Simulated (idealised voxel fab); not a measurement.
process module | voxel transistor to metal
cross-section cut | 260 nm wide | cells 5 nm
A cross-section is a grid of square cells, given in bands from the top down. A band is one or more rows of cells.
Each band's line starts with the height of the band's top and of its bottom, in nm. Then come its materials from left to right, each with its width in nm. One material with "throughout" fills the band from edge to edge. "air" is empty space.
Height 0 is the level under which the wafer as received is all one material. The lowest band goes on downwards, as in "0 down".
A width such as "30 to 40" changes by the same amount from each row of cells to the next, from the band's top row to its bottom row.
"no change" after a step means that no cell of the cross-section changed.
closed voids: empty space of 8 cells or more with no open way to the top, each as width x height at its distance from the left edge, in nm
after a step's settings: what the simulator itself notes on the step
overlay nm, on a step with a mask: how far to the right of its planned place the mask lay; to the left if negative
plan
1 op RECEIVE | material Si
2 op CONFORMAL_DEP | material SiO2 | thk nm 5
3 op CONFORMAL_DEP | material SiN | thk nm 10
4 op DIRECTIONAL_DEP | material aC | thk nm 10
5 op PATTERN | tone cover | mask id ACTIVE | material resist | width nm 100 | pitch nm 130 | thk nm 30 | overlay nm 0
6 op DIRECTIONAL_ETCH | etch materials aC | depth nm 10
7 op STRIP | etch materials resist
8 op DIRECTIONAL_ETCH | etch materials SiN | depth nm 10
9 op DIRECTIONAL_ETCH | etch materials SiO2 | depth nm 5
10 op DIRECTIONAL_ETCH | etch materials Si | depth nm 25
11 op STRIP | etch materials aC
12 op OXIDIZE | depth nm 5
13 op FILL_DEP | material SiO2 | thk nm 5
14 op CMP | height nm 15
15 op SELECTIVE_ETCH | etch materials SiO2 | depth nm 10
16 op STRIP | etch materials SiN
17 op SELECTIVE_ETCH | etch materials SiO2 | depth nm 5
18 op OXIDIZE | depth nm 5
19 op DIRECTIONAL_DEP | material polySi | thk nm 30
20 op DIRECTIONAL_DEP | material SiCN | thk nm 15
21 op PATTERN | tone cover | mask id GATE | material resist | width nm 20 | pitch nm 130 | thk nm 15 | overlay nm -15
22 op DIRECTIONAL_ETCH | etch materials SiCN | depth nm 25
23 op DIRECTIONAL_ETCH | etch materials polySi | depth nm 40
24 op STRIP | etch materials resist
25 op CONFORMAL_DEP | material SiO2 | thk nm 5
26 op DIRECTIONAL_ETCH | etch materials SiO2 | depth nm 5
27 op CONFORMAL_DEP | material SiN | thk nm 10
28 op DIRECTIONAL_ETCH | etch materials SiN | depth nm 10
29 op DIRECTIONAL_ETCH | etch materials SiO2 | depth nm 5
30 op DIRECTIONAL_ETCH | etch materials Si | depth nm 15
31 op EPI | material pSi | thk nm 20
32 op FILL_DEP | material SiO2 | thk nm 10
33 op CMP | height nm 45
34 op DIRECTIONAL_DEP | material SiO2 | thk nm 10
35 op PATTERN | tone open | mask id CONTACT | material resist | width nm 15 | pitch nm 65 | thk nm 15 | overlay nm 0
36 op DIRECTIONAL_ETCH | etch materials SiO2 | depth nm 40
37 op STRIP | etch materials resist
38 op CONFORMAL_DEP | material TiN | thk nm 5
39 op FILL_DEP | material Ru | thk nm 5
40 op CMP | height nm 55
41 op CONFORMAL_DEP | material SiCN | thk nm 5
42 op DIRECTIONAL_DEP | material lowk | thk nm 15
43 op DIRECTIONAL_DEP | material aC | thk nm 15
44 op PATTERN | tone open | mask id METAL_1 | material resist | width nm 15 | pitch nm 65 | thk nm 30 | overlay nm 0
45 op DIRECTIONAL_ETCH | etch materials aC | depth nm 15
46 op STRIP | etch materials resist
47 op DIRECTIONAL_ETCH | etch materials lowk | depth nm 15
48 op DIRECTIONAL_ETCH | etch materials SiCN | depth nm 5
49 op STRIP | etch materials aC
50 op CONFORMAL_DEP | material TiN | thk nm 5
51 op FILL_DEP | material W | thk nm 10
52 op CMP | height nm 75
53 op EPI | material Ru | thk nm 5
54 op FILL_DEP | material SiCN | thk nm 5
varied across the wafers: overlay nm of step 21. The plan shows the first wafer's value. All wafers start alike
first wafer as received, after step 1
  0 down: Si throughout
  closed voids: none
each wafer at the end: cells of each material gained (+) or lost (-) since it was received, then its closed voids
overlay nm -15 | +36 Ru | -180 Si | +148 SiCN | +72 SiN | +416 SiO2 | +92 TiN | +12 W | +120 lowk | +120 pSi | +48 polySi | closed voids: none
overlay nm -10 | +36 Ru | -180 Si | +148 SiCN | +72 SiN | +418 SiO2 | +92 TiN | +12 W | +120 lowk | +118 pSi | +48 polySi | closed voids: none
overlay nm -5 | +36 Ru | -180 Si | +148 SiCN | +72 SiN | +408 SiO2 | +104 TiN | +12 W | +120 lowk | +116 pSi | +48 polySi | closed voids: none
overlay nm 0 | +48 Ru | -180 Si | +148 SiCN | +72 SiN | +396 SiO2 | +104 TiN | +12 W | +120 lowk | +116 pSi | +48 polySi | closed voids: none
overlay nm 5 | +36 Ru | -180 Si | +148 SiCN | +72 SiN | +408 SiO2 | +104 TiN | +12 W | +120 lowk | +116 pSi | +48 polySi | closed voids: none
overlay nm 10 | +36 Ru | -180 Si | +148 SiCN | +72 SiN | +418 SiO2 | +92 TiN | +12 W | +120 lowk | +118 pSi | +48 polySi | closed voids: none
overlay nm 15 | +36 Ru | -180 Si | +148 SiCN | +72 SiN | +416 SiO2 | +92 TiN | +12 W | +120 lowk | +120 pSi | +48 polySi | closed voids: none
